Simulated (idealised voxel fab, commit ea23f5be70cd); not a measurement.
Presented below is a process module, voxel lift off.
For reference, the cross-section in this document is cut, with width 205 nm and square cells of 5 nm.
For the purposes of this document, a cross-section shall be understood as a grid of square cells, specified as bands listed in top-to-bottom order, each band consisting of one or more rows of cells. A band entry consists of two parts. The first gives the height of the band's top and the height of its bottom, in nm. The rest lists the band's materials from left to right, each with its width in nm. A single material labelled with the word "all across" fills the band from edge to edge, and the word "empty" marks empty space. For the purposes of this specification, 0 denotes the height below which the wafer in its as-received condition is composed wholly of one material, and the lowermost band, lacking a lower limit, extends downward without end, as expressed in "0..down". With a width like "30..40", each row of cells in the band differs from the next by the same amount, the top row carrying the first number and the bottom row the second. For the purposes of this document, the phrase "left unchanged" attached to a step denotes that no cell within the cross-section was modified by that step. Entry "Completely enclosed voids". Content: empty spaces with no open connection to the top, size 8 cells or greater. Each: width x height at distance. Distance: from left edge. Unit: nm. The remark found on a step's line after its settings is issued by the simulator itself and pertains to that step. If you see "overlay nm" on a step's line and that step has a mask, it's telling you how far right of where it was planned the mask ended up; a negative number means it went left instead.

## This section lists the process steps that were planned
1,RECEIVE [material Si]
2,CONFORMAL_DEP [material SiN] [thk nm 15]
3,PATTERN [tone open] [mask id LINES] [material resist] [width nm 15] [pitch nm 40] [thk nm 25] [overlay nm 0]
4,DIRECTIONAL_DEP [material Ru] [thk nm 15]
5,STRIP [etch materials resist]
6,CONFORMAL_DEP [material SiN] [thk nm 10]

## Wafer cross-section on receipt, i.e. after step 1
	0..down = Si all across
	Completely enclosed voids: none

## a wafer at the end: this start, this plan, one mistake
	40..30 = SiN all across
	30..15 = 55 Ru | 15 SiN | 25 Ru | 15 SiN | 25 Ru | 15 SiN | 55 Ru
	15..0 = SiN all across
	0..down = Si all across
	Completely enclosed voids: none
Run error: in deviation from the planned setting, step 3 was conducted as PATTERN [tone cover] [mask id LINES] [material resist] [width nm 15] [pitch nm 40] [thk nm 25] [overlay nm 0]
